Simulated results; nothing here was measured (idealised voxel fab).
voxel gate over fins: a process module
Cross-section cut spans 295 nm and uses square cells 5 nm in size.
Format of a cross-section: grid, square cells. Given as bands. Order: top down. Band: one or more rows of cells.
Per band: top height and bottom height in nm, followed by the left-to-right materials and their widths in nm; "throughout" marks a single material spanning edge to edge, "empty" marks empty space.
Height is counted from the level 0, under which the received wafer is composed throughout of one material. The lowest of the bands is not closed at the bottom but continues downward, in the notation "0 down".
You'd read "30->40" like this: the band's top row of cells is as wide as the first number, its bottom row is as wide as the second, and going down, every row changes width by the same amount as the row before did.
Reading "nothing changed" for a step: not a cell of the cross-section changed in it.
Entry "Enclosed void list". Content: empty spaces with no open connection to the top, size 8 cells or greater. Each: width x height at distance. Distance: from left edge. Unit: nm.
Past the settings on a step's line: simulator remark, on that step.
Among the settings permitted on a step's line is "overlay nm"; applied to a step with a mask, it specifies the extent to which the mask lay to the right of its planned position, whereas a negative figure signifies a position to the left.
# Planned process steps
1) RECEIVE | material Si
2) CONFORMAL_DEP | material SiN | thk nm 5
3) MASKED_ETCH | tone cover | mask id FINS | width nm 15 | pitch nm 40 | etch materials SiN | depth nm 5 | overlay nm -15
4) MASKED_ETCH | tone cover | mask id FINS | width nm 15 | pitch nm 40 | etch materials Si | depth nm 35 | overlay nm 0
5) FILL_DEP | material SiO2 | thk nm 5
6) CMP | height nm 5
7) SELECTIVE_ETCH | etch materials SiO2 | depth nm 20
8) STRIP | etch materials SiN
9) CONFORMAL_DEP | material HfO2 | thk nm 5
10) CONFORMAL_DEP | material TiN | thk nm 5
11) FILL_DEP | material W | thk nm 15
12) CMP | height nm 20
13) CONFORMAL_DEP | material SiN | thk nm 5
It is noted that the wafers described herein are identical at the outset and are distinguished by the overlay nm of step 3; the value stated in the plan corresponds to the first wafer.
# First wafer of several, as received: cross-section after step 1
  0 down: Si throughout
  Enclosed void list: none
# wafer rows; end of module; cells per material since receipt: (+) gained, (-) lost; then closed voids
overlay nm -15; +83 HfO2; -245 Si; +59 SiN; +140 SiO2; +65 TiN; +193 W; Enclosed void list: none
overlay nm -10; +83 HfO2; -273 Si; +59 SiN; +156 SiO2; +74 TiN; +196 W; Enclosed void list: none
overlay nm -5; +83 HfO2; -301 Si; +59 SiN; +172 SiO2; +83 TiN; +199 W; Enclosed void list: none
overlay nm 0; +83 HfO2; -329 Si; +59 SiN; +188 SiO2; +83 TiN; +211 W; Enclosed void list: none
overlay nm 5; +83 HfO2; -301 Si; +59 SiN; +172 SiO2; +83 TiN; +199 W; Enclosed void list: none
overlay nm 10; +83 HfO2; -273 Si; +59 SiN; +156 SiO2; +74 TiN; +196 W; Enclosed void list: none
overlay nm 15; +83 HfO2; -245 Si; +59 SiN; +140 SiO2; +65 TiN; +193 W; Enclosed void list: none
